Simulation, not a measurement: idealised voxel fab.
Process module under the name voxel self aligned vias
Each square cell in cross-section cut measures 5 nm, and the section as a whole is 270 nm wide.
Cross-sections here: square-cell grids, written as top-down lists of bands, a band being one or more rows of cells.
In this notation a band is specified by the heights of its top and bottom, in that order and in nm, after which its materials appear from left to right, each paired with its width in nm. The word "full width" attached to a single material means that material fills the band from edge to edge; the word "empty" stands for empty space.
Height 0 is the level under which the wafer as received is all one material. The lowest band goes on downwards, as in "0 -> down".
Width spec "30..40" -> top row of cells at first value, bottom row at second value, equal per-row change in between.
Reading "left unchanged" for a step: not a cell of the cross-section changed in it.
Basically, "closed voids" tells you about the enclosed voids: empty spaces with no open way to the top, 8 cells or bigger, each written width x height at distance, where distance is from the left edge, all in nm.
On each step's line, the part that comes after the settings is the simulator's own comment on the step.
"overlay nm", when on a step's line for a step with a mask, measures how far to the right of its planned place the mask lay; a negative measure means to the left.

### This section lists the process steps that were planned
1: RECEIVE, material Si
2: CONFORMAL_DEP, material SiO2, thk nm 15
3: CONFORMAL_DEP, material SiCN, thk nm 5
4: DIRECTIONAL_DEP, material lowk, thk nm 30
5: DIRECTIONAL_DEP, material aC, thk nm 10
6: PATTERN, tone open, mask id LINES, material resist, width nm 20, pitch nm 50, thk nm 30, overlay nm 0
7: DIRECTIONAL_ETCH, etch materials aC, depth nm 10
8: STRIP, etch materials resist
9: DIRECTIONAL_ETCH, etch materials lowk, depth nm 30
10: STRIP, etch materials aC
11: CONFORMAL_DEP, material TiN, thk nm 5
12: FILL_DEP, material Ru, thk nm 10
13: CMP, height nm 50
14: SELECTIVE_ETCH, etch materials W Ru TiN, depth nm 10
15: FILL_DEP, material SiN, thk nm 5
16: CMP, height nm 40
17: DIRECTIONAL_DEP, material lowk, thk nm 20
18: DIRECTIONAL_DEP, material aC, thk nm 15
19: PATTERN, tone open, mask id VIAS, material resist, width nm 30, pitch nm 50, thk nm 35, overlay nm 0
20: DIRECTIONAL_ETCH, etch materials aC, depth nm 15
21: STRIP, etch materials resist
22: DIRECTIONAL_ETCH, etch materials lowk, depth nm 20
23: DIRECTIONAL_ETCH, etch materials SiN, depth nm 10
24: STRIP, etch materials aC
25: CONFORMAL_DEP, material TiN, thk nm 5
26: FILL_DEP, material W, thk nm 10
27: CMP, height nm 70
28: CONFORMAL_DEP, material SiN, thk nm 5
For this document, wafers share an identical start and vary in the step 16 height nm; the plan quotes the first wafer's value.

### Here's the first of the wafers in cross-section, just as we got it, i.e. after step 1
* 0 -> down  Si full width
* closed voids: none

### Here is the cross-section of the first of several wafers at the end of the module, after its last step, step 28
* 75 -> 70  SiN full width
* 70 -> 65  W full width
* 65 -> 60  TiN 100; W 20; TiN 30; W 20; TiN 100
* 60 -> 45  lowk 95; TiN 5; W 20; TiN 5; lowk 20; TiN 5; W 20; TiN 5; lowk 95
* 45 -> 40  lowk 95; TiN 30; lowk 20; TiN 30; lowk 95
* 40 -> 25  lowk 100; TiN 5; Ru 10; TiN 5; lowk 30; TiN 5; Ru 10; TiN 5; lowk 100
* 25 -> 20  lowk 100; TiN 20; lowk 30; TiN 20; lowk 100
* 20 -> 15  SiCN full width
* 15 -> 0  SiO2 full width
* 0 -> down  Si full width
* closed voids: none

### Cross-section of the final wafer among several, taken at the end of the module
* 75 -> 70  SiN full width
* 70 -> 55  lowk 95; TiN 5; W 20; TiN 5; lowk 20; TiN 5; W 20; TiN 5; lowk 95
* 55 -> 50  SiN 95; TiN 10; W 10; TiN 10; SiN 20; TiN 10; W 10; TiN 10; SiN 95
* 50 -> 45  lowk 100; TiN 20; lowk 30; TiN 20; lowk 100
* 45 -> 40  lowk 100; SiN 20; lowk 30; SiN 20; lowk 100
* 40 -> 25  lowk 100; TiN 5; Ru 10; TiN 5; lowk 30; TiN 5; Ru 10; TiN 5; lowk 100
* 25 -> 20  lowk 100; TiN 20; lowk 30; TiN 20; lowk 100
* 20 -> 15  SiCN full width
* 15 -> 0  SiO2 full width
* 0 -> down  Si full width
* closed voids: none

### Each row below is a wafer at the end of the module, listing for every material the number of cells it has gained (+) or lost (-) since it was received, followed by its closed voids
height nm 40 | +12 Ru | +54 SiCN | +54 SiN | +162 SiO2 | +90 TiN | +86 W | +352 lowk | closed voids: none
height nm 45 | +12 Ru | +54 SiCN | +54 SiN | +162 SiO2 | +94 TiN | +36 W | +398 lowk | closed voids: none
height nm 50 | +12 Ru | +54 SiCN | +54 SiN | +162 SiO2 | +52 TiN | +32 W | +444 lowk | closed voids: none
height nm 55 | +12 Ru | +54 SiCN | +104 SiN | +162 SiO2 | +48 TiN | +28 W | +402 lowk | closed voids: none
